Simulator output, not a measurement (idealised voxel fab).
Herein follows the process module entitled voxel capacitor over wiring.
Section shown: cut. Width: 225 nm. Cell size: 5 nm, square.
Square cells in a grid make up a cross-section in this document, and the grid is given as bands, listed from the top down, each one or more rows of cells.
It is stipulated that each band's entry specify, in nanometres, the height of the top of the band and then that of its bottom, followed by the materials of the band in left-to-right sequence, each together with its width in nanometres. A single material marked by the word "edge to edge" is understood to fill the band from edge to edge; the word "blank" is understood to denote empty space.
Measure heights from 0. That's the level where, below it, the as-received wafer is all one material. The lowest band is bottomless and extends downward; write it as in "0..down".
A width given as "30..40" starts at the first number in the band's top row and ends at the second number in its bottom row, shifting by an equal amount at every step from row to row.
What does "identical to before" mean for a step? It means no cell of the cross-section changed in that step.
So "Sealed void inventory" is basically the list of trapped voids: any empty space of 8 cells or more that can't reach the top through an opening. They're written width x height at distance, the distance being from the left edge, and it's all nm.
That trailing text on a step's line, after the settings, is the simulator's own remark on the step.
overlay nm: step with mask; distance mask lay right of planned place; negative value = left of planned place.

These are the steps we planned for the process:
| 1 | RECEIVE,material Si |
| 2 | CONFORMAL_DEP,material SiO2,thk nm 15 |
| 3 | CONFORMAL_DEP,material SiN,thk nm 5 |
| 4 | DIRECTIONAL_DEP,material SiO2,thk nm 15 |
| 5 | DIRECTIONAL_DEP,material aC,thk nm 10 |
| 6 | PATTERN,tone open,mask id METAL_1,material resist,width nm 20,pitch nm 90,thk nm 25,overlay nm 0 |
| 7 | DIRECTIONAL_ETCH,etch materials aC,depth nm 10 |
| 8 | STRIP,etch materials resist |
| 9 | DIRECTIONAL_ETCH,etch materials SiO2,depth nm 15 |
| 10 | DIRECTIONAL_ETCH,etch materials SiN,depth nm 5 |
| 11 | STRIP,etch materials aC |
| 12 | CONFORMAL_DEP,material TiN,thk nm 5 |
| 13 | FILL_DEP,material Cu,thk nm 10 |
| 14 | CMP,height nm 35 |
| 15 | EPI,material Ru,thk nm 5 |
| 16 | FILL_DEP,material SiCN,thk nm 5 |
| 17 | DIRECTIONAL_DEP,material SiO2,thk nm 20 |
| 18 | PATTERN,tone open,mask id PLUG_1,material resist,width nm 15,thk nm 15,overlay nm 0 |
| 19 | DIRECTIONAL_ETCH,etch materials SiO2,depth nm 20 |
| 20 | DIRECTIONAL_ETCH,etch materials SiCN,depth nm 5 |
| 21 | STRIP,etch materials resist |
| 22 | EPI,material Ru,thk nm 10 |
| 23 | EPI,material Ru,thk nm 10 |
| 24 | EPI,material Ru,thk nm 5 |
| 25 | DIRECTIONAL_DEP,material TiN,thk nm 10 |
| 26 | DIRECTIONAL_DEP,material SiN,thk nm 5 |
| 27 | DIRECTIONAL_DEP,material TiN,thk nm 5 |
| 28 | MASKED_ETCH,tone cover,mask id UPPER_PLATE,width nm 75,etch materials TiN,depth nm 5,overlay nm 0 |
| 29 | MASKED_ETCH,tone cover,mask id UPPER_PLATE,width nm 75,etch materials SiN,depth nm 5,overlay nm 0 |
| 30 | PATTERN,tone cover,mask id LOWER_PLATE,material resist,width nm 85,thk nm 15,overlay nm 0 |
| 31 | DIRECTIONAL_ETCH,etch materials TiN,depth nm 10 |
| 32 | STRIP,etch materials resist |
| 33 | FILL_DEP,material SiO2,thk nm 20 |
| 34 | CMP,height nm 100 |
| 35 | MASKED_ETCH,tone open,mask id PLUG_2,width nm 15,etch materials SiO2,depth nm 15,overlay nm 0 |
| 36 | CONFORMAL_DEP,material TiN,thk nm 5 |
| 37 | FILL_DEP,material Cu,thk nm 5 |
| 38 | CMP,height nm 100 |
| 39 | CONFORMAL_DEP,material SiCN,thk nm 5 |

Delivered wafer in cross-section: state after step 1:
* 0..down: Si edge to edge
* Sealed void inventory: none

Starting structure and process plan are as shown above, but one mistake was made in running the module; the wafer cross-section at the end of the module follows:
* 105..100: SiCN edge to edge
* 100..95: 70 of SiO2; 5 of TiN; 5 of Cu; 5 of TiN; 140 of SiO2
* 95..90: 70 of SiO2; 15 of TiN; 140 of SiO2
* 90..85: 60 of SiO2; 5 of TiN; 5 of SiO2; 65 of TiN; 90 of SiO2
* 85..80: 60 of SiO2; 5 of SiN; 5 of TiN; 65 of SiN; 90 of SiO2
* 80..75: 65 of Ru; 5 of SiN; 155 of Ru
* 75..70: 60 of TiN; 15 of Ru; 150 of TiN
* 70..65: TiN edge to edge
* 65..60: 60 of SiO2; 15 of TiN; 150 of SiO2
* 60..45: 60 of SiO2; 15 of Ru; 150 of SiO2
* 45..40: 60 of SiCN; 15 of Ru; 150 of SiCN
* 40..35: 50 of SiCN; 30 of Ru; 60 of SiCN; 30 of Ru; 55 of SiCN
* 35..20: 55 of SiO2; 5 of TiN; 10 of Cu; 5 of TiN; 70 of SiO2; 5 of TiN; 10 of Cu; 5 of TiN; 60 of SiO2
* 20..15: 55 of SiN; 20 of TiN; 70 of SiN; 20 of TiN; 60 of SiN
* 15..0: SiO2 edge to edge
* 0..down: Si edge to edge
* Sealed void inventory: none
Nonconformance to the process plan: so 24 and 25 got swapped relative to the plan, each ran where the other was supposed to
